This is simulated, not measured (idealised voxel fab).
Proc. module: voxel capacitor over wiring
The width of the displayed cross-section, cut, is 255 nm; its cells are square, with a size of 5 nm.
Cross-section spec: square-cell grid; bands listed top down; each band is one or more rows. It is stipulated that each band's entry specify, in nanometres, the height of the top of the band and then that of its bottom, followed by the materials of the band in left-to-right sequence, each together with its width in nanometres. A single material marked by the word "all across" is understood to fill the band from edge to edge; the word "blank" is understood to denote empty space. Heights from 0 (as-received wafer is one material below). Bottom band endless downward, as "0 -> down". Width: "30 to 40" (first number = top row, second number = bottom row, same change from row to row of cells). "remained unchanged" (step): cross-section cells unchanged, all of them. The entry titled "Sealed voids" provides the empty spaces that have no open way to the top, restricted to those of 8 cells or more. Each is presented as width x height at distance, the distance being measured from the left edge, with all three in nm. Where a step's line continues beyond its settings, the continuation is a remark by the simulator itself on that step. Regarding "overlay nm": on a step with a mask, it is the distance the mask lay to the right of its planned place; a negative value places it to the left. Structure of the following material. The material consists of pairs of cross-sections. Each pair comprises the cross-section before one process step and the cross-section after that step, the latter shown only down to the lowest band that changed. The step between the cross-sections is specified beneath each pair, including its settings. Pairs are not necessarily consecutive: they may derive from different runs of this module performed on the same starting wafer. Continuity with the pair above is to be assumed only where the entry headed "Cross-section, before" of the pair in question states it.
CROSS-SECTION, BEFORE
* 60 -> 45 = lowk all across
* 45 -> 40 = SiCN all across
* 40 -> 15 = lowk=70, SiCN=5, W=25, SiCN=5, lowk=45, SiCN=5, W=25, SiCN=5, lowk=70
* 15 -> 10 = SiCN=75, TiN=25, SiCN=55, TiN=25, SiCN=75
* 10 -> 0 = SiO2 all across
* 0 -> down = Si all across
* Sealed voids: none
RESULTANT CROSS-SECTION
* 80 -> 60 = resist=80, blank=25, resist=150
* Anything lower than 60 is untouched.
* Sealed voids: none
What was done to get from the before section above to the after section? PATTERN [tone open] [mask id PLUG_1] [material resist] [width nm 25] [thk nm 20] [overlay nm 0]
Cross-section, before: after-step cross-section of the pair just above applies.
RESULTANT CROSS-SECTION
* 80 -> 60 = resist=80, blank=25, resist=150
* 60 -> 45 = lowk=80, blank=25, lowk=150
* Anything lower than 45 is untouched.
* Sealed voids: none
What was done to get from the before section above to the after section? DIRECTIONAL_ETCH [etch materials lowk] [depth nm 15]
Cross-section, before: after-step cross-section of the pair just above applies.
RESULTANT CROSS-SECTION
* 80 -> 60 = resist=80, blank=25, resist=150
* 60 -> 45 = lowk=80, blank=25, lowk=150
* 45 -> 40 = SiCN=80, blank=25, SiCN=150
* Anything lower than 40 is untouched.
* Sealed voids: none
What was done to get from the before section above to the after section? DIRECTIONAL_ETCH [etch materials SiCN] [depth nm 5]
Cross-section, before: after-step cross-section of the pair just above applies.
RESULTANT CROSS-SECTION
* 60 -> 45 = lowk=80, blank=25, lowk=150
* Anything lower than 45 is untouched.
* Sealed voids: none
What was done to get from the before section above to the after section? STRIP [etch materials resist]
Cross-section, before: after-step cross-section of the pair just above applies.
RESULTANT CROSS-SECTION
* 65 -> 60 = TiN=85, blank=15, TiN=155
* 60 -> 45 = lowk=80, TiN=5, blank=15, TiN=5, lowk=150
* 45 -> 40 = SiCN=80, TiN=25, SiCN=150
* Anything lower than 40 is untouched.
* Sealed voids: none
What was done to get from the before section above to the after section? CONFORMAL_DEP [material TiN] [thk nm 5]
Cross-section, before: after-step cross-section of the pair just above applies.
RESULTANT CROSS-SECTION
* 75 -> 65 = Cu all across
* 65 -> 60 = TiN=85, Cu=15, TiN=155
* 60 -> 45 = lowk=80, TiN=5, Cu=15, TiN=5, lowk=150
* Anything lower than 45 is untouched.
* Sealed voids: none
What was done to get from the before section above to the after section? FILL_DEP [material Cu] [thk nm 10]
Cross-section, before: after-step cross-section of the pair just above applies.
RESULTANT CROSS-SECTION
* 60 -> 45 = lowk=80, TiN=5, Cu=15, TiN=5, lowk=150
* Anything lower than 45 is untouched.
* Sealed voids: none
What was done to get from the before section above to the after section? CMP [height nm 60]
Cross-section, before: after-step cross-section of the pair just above applies.
RESULTANT CROSS-SECTION
* 65 -> 60 = TiN all across
* Anything lower than 60 is untouched.
* Sealed voids: none
What was done to get from the before section above to the after section? DIRECTIONAL_DEP [material TiN] [thk nm 5]
Cross-section, before: after-step cross-section of the pair just above applies.
RESULTANT CROSS-SECTION
* 70 -> 65 = HfO2 all across
* Anything lower than 65 is untouched.
* Sealed voids: none
What was done to get from the before section above to the after section? DIRECTIONAL_DEP [material HfO2] [thk nm 5]
Cross-section, before: after-step cross-section of the pair just above applies.
RESULTANT CROSS-SECTION
* 75 -> 70 = TiN all across
* Anything lower than 70 is untouched.
* Sealed voids: none
What was done to get from the before section above to the after section? DIRECTIONAL_DEP [material TiN] [thk nm 5]
Cross-section, before: after-step cross-section of the pair just above applies.
RESULTANT CROSS-SECTION
* 75 -> 70 = blank=85, TiN=60, blank=110
* Anything lower than 70 is untouched.
* Sealed voids: none
What was done to get from the before section above to the after section? MASKED_ETCH [tone cover] [mask id UPPER_PLATE] [width nm 60] [etch materials TiN] [depth nm 5] [overlay nm 0]
Cross-section, before: after-step cross-section of the pair just above applies.
RESULTANT CROSS-SECTION
* 75 -> 70 = blank=85, TiN=60, blank=110
* 70 -> 65 = blank=85, HfO2=60, blank=110
* Anything lower than 65 is untouched.
* Sealed voids: none
What was done to get from the before section above to the after section? MASKED_ETCH [tone cover] [mask id UPPER_PLATE] [width nm 60] [etch materials HfO2] [depth nm 5] [overlay nm 0]
Cross-section, before: after-step cross-section of the pair just above applies.
RESULTANT CROSS-SECTION
* 75 -> 70 = blank=85, TiN=60, blank=110
* 70 -> 65 = blank=85, HfO2=60, blank=110
* 65 -> 60 = blank=80, TiN=70, blank=105
* Anything lower than 60 is untouched.
* Sealed voids: none
What was done to get from the before section above to the after section? MASKED_ETCH [tone cover] [mask id LOWER_PLATE] [width nm 70] [etch materials TiN] [depth nm 5] [overlay nm 0]
Cross-section, before: after-step cross-section of the pair just above applies.
RESULTANT CROSS-SECTION
* 90 -> 75 = SiO2 all across
* 75 -> 70 = SiO2=85, TiN=60, SiO2=110
* 70 -> 65 = SiO2=85, HfO2=60, SiO2=110
* 65 -> 60 = SiO2=80, TiN=70, SiO2=105
* Anything lower than 60 is untouched.
* Sealed voids: none
What was done to get from the before section above to the after section? FILL_DEP [material SiO2] [thk nm 15]
Cross-section, before: after-step cross-section of the pair just above applies.
RESULTANT CROSS-SECTION
* 85 -> 75 = SiO2 all across
* Anything lower than 75 is untouched.
* Sealed voids: none
What was done to get from the before section above to the after section? CMP [height nm 85]
Cross-section, before: after-step cross-section of the pair just above applies.
RESULTANT CROSS-SECTION
* 85 -> 75 = SiO2=95, blank=15, SiO2=145
* Anything lower than 75 is untouched.
* Sealed voids: none
What was done to get from the before section above to the after section? MASKED_ETCH [tone open] [mask id PLUG_2] [width nm 15] [etch materials SiO2] [depth nm 10] [overlay nm 0]
Cross-section, before: after-step cross-section of the pair just above applies.
RESULTANT CROSS-SECTION
* 90 -> 85 = TiN=100, blank=5, TiN=150
* 85 -> 80 = SiO2=95, TiN=5, blank=5, TiN=5, SiO2=145
* 80 -> 70 = SiO2=95 to 85, TiN=15 to 60, SiO2=145 to 110
* Anything lower than 70 is untouched.
* Sealed voids: none
What was done to get from the before section above to the after section? CONFORMAL_DEP [material TiN] [thk nm 5]
Cross-section, before: after-step cross-section of the pair just above applies.
RESULTANT CROSS-SECTION
* 100 -> 90 = W all across
* 90 -> 85 = TiN=100, W=5, TiN=150
* 85 -> 80 = SiO2=95, TiN=5, W=5, TiN=5, SiO2=145
* Anything lower than 80 is untouched.
* Sealed voids: none
What was done to get from the before section above to the after section? FILL_DEP [material W] [thk nm 10]
Cross-section, before: after-step cross-section of the pair just above applies.
RESULTANT CROSS-SECTION
* 85 -> 80 = SiO2=95, TiN=5, W=5, TiN=5, SiO2=145
* Anything lower than 80 is untouched.
* Sealed voids: none
What was done to get from the before section above to the after section? CMP [height nm 85]
Cross-section, before: after-step cross-section of the pair just above applies.
RESULTANT CROSS-SECTION
* 90 -> 85 = SiCN all across
* Anything lower than 85 is untouched.
* Sealed voids: none
What was done to get from the before section above to the after section? CONFORMAL_DEP [material SiCN] [thk nm 5]
CROSS-SECTION, BEFORE
* 40 -> 15 = blank=75, W=25, blank=55, W=25, blank=75
* 15 -> 10 = TiN all across
* 10 -> 0 = SiO2 all across
* 0 -> down = Si all across
* Sealed voids: none
RESULTANT CROSS-SECTION
* 40 -> 15 = blank=75, W=25, blank=55, W=25, blank=75
* 15 -> 10 = blank=70, TiN=30, blank=50, TiN=30, blank=75
* Anything lower than 10 is untouched.
* Sealed voids: none
What was done to get from the before section above to the after section? MASKED_ETCH [tone cover] [mask id METAL_1] [width nm 25] [pitch nm 80] [etch materials TiN] [depth nm 5] [overlay nm -5]
Cross-section, before: after-step cross-section of the pair just above applies.
RESULTANT CROSS-SECTION
* 45 -> 40 = blank=70, SiCN=35, blank=45, SiCN=35, blank=70
* 40 -> 20 = blank=70, SiCN=5, W=25, SiCN=5, blank=45, SiCN=5, W=25, SiCN=5, blank=70
* 20 -> 15 = blank=65, SiCN=10, W=25, SiCN=5, blank=40, SiCN=10, W=25, SiCN=5, blank=70
* 15 -> 10 = SiCN=70, TiN=30, SiCN=50, TiN=30, SiCN=75
* Anything lower than 10 is untouched.
* Sealed voids: none
What was done to get from the before section above to the after section? CONFORMAL_DEP [material SiCN] [thk nm 5]
Cross-section, before: after-step cross-section of the pair just above applies.
RESULTANT CROSS-SECTION
* 55 -> 45 = lowk all across
* 45 -> 40 = lowk=70, SiCN=35, lowk=45, SiCN=35, lowk=70
* 40 -> 20 = lowk=70, SiCN=5, W=25, SiCN=5, lowk=45, SiCN=5, W=25, SiCN=5, lowk=70
* 20 -> 15 = lowk=65, SiCN=10, W=25, SiCN=5, lowk=40, SiCN=10, W=25, SiCN=5, lowk=70
* Anything lower than 15 is untouched.
* Sealed voids: none
What was done to get from the before section above to the after section? FILL_DEP [material lowk] [thk nm 10]
Cross-section, before: after-step cross-section of the pair just above applies.
RESULTANT CROSS-SECTION
* 40 -> 20 = lowk=70, SiCN=5, W=25, SiCN=5, lowk=45, SiCN=5, W=25, SiCN=5, lowk=70
* Anything lower than 20 is untouched.
* Sealed voids: none
What was done to get from the before section above to the after section? CMP [height nm 40]
Cross-section, before: after-step cross-section of the pair just above applies.
RESULTANT CROSS-SECTION
* 45 -> 40 = SiCN all across
* Anything lower than 40 is untouched.
* Sealed voids: none
What was done to get from the before section above to the after section? CONFORMAL_DEP [material SiCN] [thk nm 5]
Cross-section, before: after-step cross-section of the pair just above applies.
RESULTANT CROSS-SECTION
* 60 -> 45 = lowk all across
* Anything lower than 45 is untouched.
* Sealed voids: none
What was done to get from the before section above to the after section? DIRECTIONAL_DEP [material lowk] [thk nm 15]
Cross-section, before: after-step cross-section of the pair just above applies.
RESULTANT CROSS-SECTION
* 80 -> 60 = resist=85, blank=15, resist=155
* Anything lower than 60 is untouched.
* Sealed voids: none
What was done to get from the before section above to the after section? PATTERN [tone open] [mask id PLUG_1] [material resist] [width nm 15] [thk nm 20] [overlay nm 0]
Cross-section, before: after-step cross-section of the pair just above applies.
RESULTANT CROSS-SECTION
* 80 -> 60 = resist=85, blank=15, resist=155
* 60 -> 45 = lowk=85, blank=15, lowk=155
* Anything lower than 45 is untouched.
* Sealed voids: none
What was done to get from the before section above to the after section? DIRECTIONAL_ETCH [etch materials lowk] [depth nm 15]
Cross-section, before: after-step cross-section of the pair just above applies.
RESULTANT CROSS-SECTION
* 80 -> 60 = resist=85, blank=15, resist=155
* 60 -> 45 = lowk=85, blank=15, lowk=155
* 45 -> 40 = SiCN=85, blank=15, SiCN=155
* Anything lower than 40 is untouched.
* Sealed voids: none
What was done to get from the before section above to the after section? DIRECTIONAL_ETCH [etch materials SiCN] [depth nm 5]
Cross-section, before: after-step cross-section of the pair just above applies.
RESULTANT CROSS-SECTION
* 60 -> 45 = lowk=85, blank=15, lowk=155
* Anything lower than 45 is untouched.
* Sealed voids: none
What was done to get from the before section above to the after section? STRIP [etch materials resist]
Cross-section, before: after-step cross-section of the pair just above applies.
RESULTANT CROSS-SECTION
* 65 -> 60 = TiN=90, blank=5, TiN=160
* 60 -> 45 = lowk=85, TiN=5, blank=5, TiN=5, lowk=155
* 45 -> 40 = SiCN=85, TiN=15, SiCN=155
* Anything lower than 40 is untouched.
* Sealed voids: none
What was done to get from the before section above to the after section? CONFORMAL_DEP [material TiN] [thk nm 5]
Cross-section, before: after-step cross-section of the pair just above applies.
RESULTANT CROSS-SECTION
* 75 -> 65 = Cu all across
* 65 -> 60 = TiN=90, Cu=5, TiN=160
* 60 -> 45 = lowk=85, TiN=5, Cu=5, TiN=5, lowk=155
* Anything lower than 45 is untouched.
* Sealed voids: none
What was done to get from the before section above to the after section? FILL_DEP [material Cu] [thk nm 10]
Cross-section, before: after-step cross-section of the pair just above applies.
RESULTANT CROSS-SECTION
* 60 -> 45 = lowk=85, TiN=5, Cu=5, TiN=5, lowk=155
* Anything lower than 45 is untouched.
* Sealed voids: none
What was done to get from the before section above to the after section? CMP [height nm 60]
Cross-section, before: after-step cross-section of the pair just above applies.
RESULTANT CROSS-SECTION
* 65 -> 60 = TiN all across
* Anything lower than 60 is untouched.
* Sealed voids: none
What was done to get from the before section above to the after section? DIRECTIONAL_DEP [material TiN] [thk nm 5]
Cross-section, before: after-step cross-section of the pair just above applies.
RESULTANT CROSS-SECTION
* 70 -> 65 = HfO2 all across
* Anything lower than 65 is untouched.
* Sealed voids: none
What was done to get from the before section above to the after section? DIRECTIONAL_DEP [material HfO2] [thk nm 5]
Cross-section, before: after-step cross-section of the pair just above applies.
RESULTANT CROSS-SECTION
* 75 -> 70 = TiN all across
* Anything lower than 70 is untouched.
* Sealed voids: none
What was done to get from the before section above to the after section? DIRECTIONAL_DEP [material TiN] [thk nm 5]
Cross-section, before: after-step cross-section of the pair just above applies.
RESULTANT CROSS-SECTION
* 75 -> 70 = blank=85, TiN=60, blank=110
* Anything lower than 70 is untouched.
* Sealed voids: none
What was done to get from the before section above to the after section? MASKED_ETCH [tone cover] [mask id UPPER_PLATE] [width nm 60] [etch materials TiN] [depth nm 5] [overlay nm 0]
Cross-section, before: after-step cross-section of the pair just above applies.
RESULTANT CROSS-SECTION
* 75 -> 70 = blank=85, TiN=60, blank=110
* 70 -> 65 = blank=85, HfO2=60, blank=110
* Anything lower than 65 is untouched.
* Sealed voids: none
What was done to get from the before section above to the after section? MASKED_ETCH [tone cover] [mask id UPPER_PLATE] [width nm 60] [etch materials HfO2] [depth nm 5] [overlay nm 0]
Cross-section, before: after-step cross-section of the pair just above applies.
RESULTANT CROSS-SECTION
* 75 -> 70 = blank=85, TiN=60, blank=110
* 70 -> 65 = blank=85, HfO2=60, blank=110
* 65 -> 60 = blank=80, TiN=70, blank=105
* Anything lower than 60 is untouched.
* Sealed voids: none
What was done to get from the before section above to the after section? MASKED_ETCH [tone cover] [mask id LOWER_PLATE] [width nm 70] [etch materials TiN] [depth nm 5] [overlay nm 0]
Cross-section, before: after-step cross-section of the pair just above applies.
RESULTANT CROSS-SECTION
* 90 -> 75 = SiO2 all across
* 75 -> 70 = SiO2=85, TiN=60, SiO2=110
* 70 -> 65 = SiO2=85, HfO2=60, SiO2=110
* 65 -> 60 = SiO2=80, TiN=70, SiO2=105
* Anything lower than 60 is untouched.
* Sealed voids: none
What was done to get from the before section above to the after section? FILL_DEP [material SiO2] [thk nm 15]
Cross-section, before: after-step cross-section of the pair just above applies.
RESULTANT CROSS-SECTION
* 85 -> 75 = SiO2 all across
* Anything lower than 75 is untouched.
* Sealed voids: none
What was done to get from the before section above to the after section? CMP [height nm 85]
Cross-section, before: after-step cross-section of the pair just above applies.
RESULTANT CROSS-SECTION
* 85 -> 75 = SiO2=95, blank=15, SiO2=145
* Anything lower than 75 is untouched.
* Sealed voids: none
What was done to get from the before section above to the after section? MASKED_ETCH [tone open] [mask id PLUG_2] [width nm 15] [etch materials SiO2] [depth nm 10] [overlay nm 0]
Cross-section, before: after-step cross-section of the pair just above applies.
RESULTANT CROSS-SECTION
* 90 -> 85 = TiN=100, blank=5, TiN=150
* 85 -> 80 = SiO2=95, TiN=5, blank=5, TiN=5, SiO2=145
* 80 -> 70 = SiO2=95 to 85, TiN=15 to 60, SiO2=145 to 110
* Anything lower than 70 is untouched.
* Sealed voids: none
What was done to get from the before section above to the after section? CONFORMAL_DEP [material TiN] [thk nm 5]
Cross-section, before: after-step cross-section of the pair just above applies.
RESULTANT CROSS-SECTION
* 100 -> 90 = W all across
* 90 -> 85 = TiN=100, W=5, TiN=150
* 85 -> 80 = SiO2=95, TiN=5, W=5, TiN=5, SiO2=145
* Anything lower than 80 is untouched.
* Sealed voids: none
What was done to get from the before section above to the after section? FILL_DEP [material W] [thk nm 10]
Cross-section, before: after-step cross-section of the pair just above applies.
RESULTANT CROSS-SECTION
* 85 -> 80 = SiO2=95, TiN=5, W=5, TiN=5, SiO2=145
* Anything lower than 80 is untouched.
* Sealed voids: none
What was done to get from the before section above to the after section? CMP [height nm 85]
Cross-section, before: after-step cross-section of the pair just above applies.
RESULTANT CROSS-SECTION
* 90 -> 85 = SiCN all across
* Anything lower than 85 is untouched.
* Sealed voids: none
What was done to get from the before section above to the after section? CONFORMAL_DEP [material SiCN] [thk nm 5]
CROSS-SECTION, BEFORE
* 60 -> 45 = lowk=85, TiN=5, Cu=5, TiN=5, lowk=155
* 45 -> 40 = SiCN=85, TiN=15, SiCN=155
* 40 -> 15 = lowk=70, SiCN=5, W=25, SiCN=5, lowk=45, SiCN=5, W=25, SiCN=5, lowk=70
* 15 -> 10 = SiCN=75, TiN=25, SiCN=55, TiN=25, SiCN=75
* 10 -> 0 = SiO2 all across
* 0 -> down = Si all across
* Sealed voids: none
RESULTANT CROSS-SECTION
* 65 -> 60 = HfO2 all across
* Anything lower than 60 is untouched.
* Sealed voids: none
What was done to get from the before section above to the after section? DIRECTIONAL_DEP [material HfO2] [thk nm 5]
Cross-section, before: after-step cross-section of the pair just above applies.
RESULTANT CROSS-SECTION
* 70 -> 60 = HfO2 all across
* Anything lower than 60 is untouched.
* Sealed voids: none
What was done to get from the before section above to the after section? DIRECTIONAL_DEP [material HfO2] [thk nm 5]
Cross-section, before: after-step cross-section of the pair just above applies.
RESULTANT CROSS-SECTION
* 75 -> 70 = TiN all across
* Anything lower than 70 is untouched.
* Sealed voids: none
What was done to get from the before section above to the after section? DIRECTIONAL_DEP [material TiN] [thk nm 5]
Cross-section, before: after-step cross-section of the pair just above applies.
RESULTANT CROSS-SECTION
* 75 -> 70 = blank=85, TiN=60, blank=110
* Anything lower than 70 is untouched.
* Sealed voids: none
What was done to get from the before section above to the after section? MASKED_ETCH [tone cover] [mask id UPPER_PLATE] [width nm 60] [etch materials TiN] [depth nm 5] [overlay nm 0]
Cross-section, before: after-step cross-section of the pair just above applies.
RESULTANT CROSS-SECTION
* 75 -> 70 = blank=85, TiN=60, blank=110
* 70 -> 65 = blank=85, HfO2=60, blank=110
* Anything lower than 65 is untouched.
* Sealed voids: none
What was done to get from the before section above to the after section? MASKED_ETCH [tone cover] [mask id UPPER_PLATE] [width nm 60] [etch materials HfO2] [depth nm 5] [overlay nm 0]
Cross-section, before: after-step cross-section of the pair just above applies.
RESULTANT CROSS-SECTION
* 90 -> 75 = SiO2 all across
* 75 -> 70 = SiO2=85, TiN=60, SiO2=110
* 70 -> 65 = SiO2=85, HfO2=60, SiO2=110
* Anything lower than 65 is untouched.
* Sealed voids: none
What was done to get from the before section above to the after section? FILL_DEP [material SiO2] [thk nm 15]
Cross-section, before: after-step cross-section of the pair just above applies.
RESULTANT CROSS-SECTION
* 85 -> 75 = SiO2 all across
* Anything lower than 75 is untouched.
* Sealed voids: none
What was done to get from the before section above to the after section? CMP [height nm 85]
Cross-section, before: after-step cross-section of the pair just above applies.
RESULTANT CROSS-SECTION
* 85 -> 75 = SiO2=95, blank=15, SiO2=145
* Anything lower than 75 is untouched.
* Sealed voids: none
What was done to get from the before section above to the after section? MASKED_ETCH [tone open] [mask id PLUG_2] [width nm 15] [etch materials SiO2] [depth nm 10] [overlay nm 0]
Cross-section, before: after-step cross-section of the pair just above applies.
RESULTANT CROSS-SECTION
* 90 -> 85 = TiN=100, blank=5, TiN=150
* 85 -> 80 = SiO2=95, TiN=5, blank=5, TiN=5, SiO2=145
* 80 -> 70 = SiO2=95 to 85, TiN=15 to 60, SiO2=145 to 110
* Anything lower than 70 is untouched.
* Sealed voids: none
What was done to get from the before section above to the after section? CONFORMAL_DEP [material TiN] [thk nm 5]
Cross-section, before: after-step cross-section of the pair just above applies.
RESULTANT CROSS-SECTION
* 100 -> 90 = W all across
* 90 -> 85 = TiN=100, W=5, TiN=150
* 85 -> 80 = SiO2=95, TiN=5, W=5, TiN=5, SiO2=145
* Anything lower than 80 is untouched.
* Sealed voids: none
What was done to get from the before section above to the after section? FILL_DEP [material W] [thk nm 10]
Cross-section, before: after-step cross-section of the pair just above applies.
RESULTANT CROSS-SECTION
* 85 -> 80 = SiO2=95, TiN=5, W=5, TiN=5, SiO2=145
* Anything lower than 80 is untouched.
* Sealed voids: none
What was done to get from the before section above to the after section? CMP [height nm 85]
Cross-section, before: after-step cross-section of the pair just above applies.
RESULTANT CROSS-SECTION
* 90 -> 85 = SiCN all across
* Anything lower than 85 is untouched.
* Sealed voids: none
What was done to get from the before section above to the after section? CONFORMAL_DEP [material SiCN] [thk nm 5]
CROSS-SECTION, BEFORE
* 75 -> 70 = TiN all across
* 70 -> 65 = HfO2 all across
* 65 -> 60 = TiN all across
* 60 -> 45 = lowk=85, TiN=5, Cu=5, TiN=5, lowk=155
* 45 -> 40 = SiCN=85, TiN=15, SiCN=155
* 40 -> 15 = lowk=70, SiCN=5, W=25, SiCN=5, lowk=45, SiCN=5, W=25, SiCN=5, lowk=70
* 15 -> 10 = SiCN=75, TiN=25, SiCN=55, TiN=25, SiCN=75
* 10 -> 0 = SiO2 all across
* 0 -> down = Si all across
* Sealed voids: none
RESULTANT CROSS-SECTION
* 75 -> 70 = TiN=85, blank=60, TiN=110
* Anything lower than 70 is untouched.
* Sealed voids: none
What was done to get from the before section above to the after section? MASKED_ETCH [tone open] [mask id UPPER_PLATE] [width nm 60] [etch materials TiN] [depth nm 5] [overlay nm 0]
Cross-section, before: after-step cross-section of the pair just above applies.
RESULTANT CROSS-SECTION
* 75 -> 70 = blank=80, TiN=5, blank=60, TiN=5, blank=105
* Anything lower than 70 is untouched.
* Sealed voids: none
What was done to get from the before section above to the after section? MASKED_ETCH [tone cover] [mask id LOWER_PLATE] [width nm 70] [etch materials TiN] [depth nm 5] [overlay nm 0]
Cross-section, before: after-step cross-section of the pair just above applies.
RESULTANT CROSS-SECTION
* 90 -> 75 = SiO2 all across
* 75 -> 70 = SiO2=80, TiN=5, SiO2=60, TiN=5, SiO2=105
* Anything lower than 70 is untouched.
* Sealed voids: none
What was done to get from the before section above to the after section? FILL_DEP [material SiO2] [thk nm 15]
Cross-section, before: after-step cross-section of the pair just above applies.
RESULTANT CROSS-SECTION
* 85 -> 75 = SiO2 all across
* Anything lower than 75 is untouched.
* Sealed voids: none
What was done to get from the before section above to the after section? CMP [height nm 85]
Cross-section, before: after-step cross-section of the pair just above applies.
RESULTANT CROSS-SECTION
* 85 -> 75 = SiO2=95, blank=15, SiO2=145
* Anything lower than 75 is untouched.
* Sealed voids: none
What was done to get from the before section above to the after section? MASKED_ETCH [tone open] [mask id PLUG_2] [width nm 15] [etch materials SiO2] [depth nm 10] [overlay nm 0]
Cross-section, before: after-step cross-section of the pair just above applies.
RESULTANT CROSS-SECTION
* 90 -> 85 = TiN=100, blank=5, TiN=150
* 85 -> 80 = SiO2=95, TiN=5, blank=5, TiN=5, SiO2=145
* 80 -> 75 = SiO2=95, TiN=15, SiO2=145
* Anything lower than 75 is untouched.
* Sealed voids: none
What was done to get from the before section above to the after section? CONFORMAL_DEP [material TiN] [thk nm 5]
Cross-section, before: after-step cross-section of the pair just above applies.
RESULTANT CROSS-SECTION
* 100 -> 90 = W all across
* 90 -> 85 = TiN=100, W=5, TiN=150
* 85 -> 80 = SiO2=95, TiN=5, W=5, TiN=5, SiO2=145
* Anything lower than 80 is untouched.
* Sealed voids: none
What was done to get from the before section above to the after section? FILL_DEP [material W] [thk nm 10]
Cross-section, before: after-step cross-section of the pair just above applies.
RESULTANT CROSS-SECTION
* 85 -> 80 = SiO2=95, TiN=5, W=5, TiN=5, SiO2=145
* Anything lower than 80 is untouched.
* Sealed voids: none
What was done to get from the before section above to the after section? CMP [height nm 85]
Cross-section, before: after-step cross-section of the pair just above applies.
RESULTANT CROSS-SECTION
* 90 -> 85 = SiCN all across
* Anything lower than 85 is untouched.
* Sealed voids: none
What was done to get from the before section above to the after section? CONFORMAL_DEP [material SiCN] [thk nm 5]
